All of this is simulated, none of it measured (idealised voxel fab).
The following is a process module called voxel self aligned vias.
Cross-section cut spans 175 nm and uses square cells 5 nm in size.
Reading order for cross-sections: top band down to bottom band. Underlying form: a grid of square cells. Band size: one or more rows of cells.
It is stipulated that each band's entry specify, in nanometres, the height of the top of the band and then that of its bottom, followed by the materials of the band in left-to-right sequence, each together with its width in nanometres. A single material marked by the word "full width" is understood to fill the band from edge to edge; the word "empty" is understood to denote empty space.
Height is counted from the level 0, under which the received wafer is composed throughout of one material. The lowest of the bands is not closed at the bottom but continues downward, in the notation "0 nm and below".
The two numbers in a width such as "30..40" mark its ends across the band: the first belongs to the top row of cells, the second to the bottom row, and from each row to the next the width moves by the same amount.
"nothing changed" after a step means that no cell of the cross-section changed.
Entry "Enclosed void entries" = empty spaces >= 8 cells with no open way to the top; each as width x height at distance, distance from left edge, all nm.
On a step's line, text after the settings is the simulator commenting on that step.
The line of a step may include "overlay nm". On a step with a mask, this value is how far to the right of its planned place the mask lay. A negative value means the mask lay to the left.

Planned process steps
1,RECEIVE with material Si
2,CONFORMAL_DEP with material SiO2, thk nm 15
3,CONFORMAL_DEP with material SiCN, thk nm 5
4,DIRECTIONAL_DEP with material lowk, thk nm 25
5,DIRECTIONAL_DEP with material aC, thk nm 15
6,PATTERN with tone open, mask id LINES, material resist, width nm 25, pitch nm 65, thk nm 35, overlay nm 0
7,DIRECTIONAL_ETCH with etch materials aC, depth nm 15
8,STRIP with etch materials resist
9,DIRECTIONAL_ETCH with etch materials lowk, depth nm 25
10,STRIP with etch materials aC
11,CONFORMAL_DEP with material TiN, thk nm 5
12,FILL_DEP with material W, thk nm 10
13,CMP with height nm 45
14,SELECTIVE_ETCH with etch materials W Ru TiN, depth nm 5
15,FILL_DEP with material SiN, thk nm 5
16,CMP with height nm 45
17,DIRECTIONAL_DEP with material lowk, thk nm 15
18,MASKED_ETCH with tone open, mask id VIAS, width nm 35, etch materials lowk, depth nm 15, overlay nm 0
19,MASKED_ETCH with tone open, mask id VIAS, width nm 35, etch materials SiN, depth nm 5, overlay nm 0
20,CONFORMAL_DEP with material TiN, thk nm 5
21,FILL_DEP with material Cu, thk nm 5
22,CMP with height nm 60
23,CONFORMAL_DEP with material SiN, thk nm 5

as received, after step 1
* 0 nm and below | Si full width
* Enclosed void entries: none

Looking at the first of two wafers in cross-section at end of module - ran to plan
* 65 nm to 60 nm | SiN full width
* 60 nm to 50 nm | lowk: 35  TiN: 5  Cu: 25  TiN: 5  lowk: 105
* 50 nm to 45 nm | lowk: 35  TiN: 10  Cu: 15  TiN: 10  lowk: 105
* 45 nm to 40 nm | lowk: 40  TiN: 25  lowk: 40  SiN: 25  lowk: 45
* 40 nm to 25 nm | lowk: 40  TiN: 5  W: 15  TiN: 5  lowk: 40  TiN: 5  W: 15  TiN: 5  lowk: 45
* 25 nm to 20 nm | lowk: 40  TiN: 25  lowk: 40  TiN: 25  lowk: 45
* 20 nm to 15 nm | SiCN full width
* 15 nm to 0 nm | SiO2 full width
* 0 nm and below | Si full width
* Enclosed void entries: none

This cross-section belongs to the second wafer of two at the end of the module; the start and the plan were shared with the first, and the run included one mistake
* 65 nm to 60 nm | SiN full width
* 60 nm to 45 nm | lowk: 35  TiN: 5  lowk: 25  TiN: 5  lowk: 105
* 45 nm to 40 nm | lowk: 40  SiN: 25  lowk: 40  SiN: 25  lowk: 45
* 40 nm to 25 nm | lowk: 40  TiN: 5  W: 15  TiN: 5  lowk: 40  TiN: 5  W: 15  TiN: 5  lowk: 45
* 25 nm to 20 nm | lowk: 40  TiN: 25  lowk: 40  TiN: 25  lowk: 45
* 20 nm to 15 nm | SiCN full width
* 15 nm to 0 nm | SiO2 full width
* 0 nm and below | Si full width
* Enclosed void entries: none
It is concluded that the wafer was processed incorrectly with respect to the plan, in that plan vs actual: 17 and 18 interchanged
Materials where the second wafer ends with more or fewer cells than the first: Cu: 13 fewer, SiN: 5 more, TiN: 7 fewer, lowk: 15 more
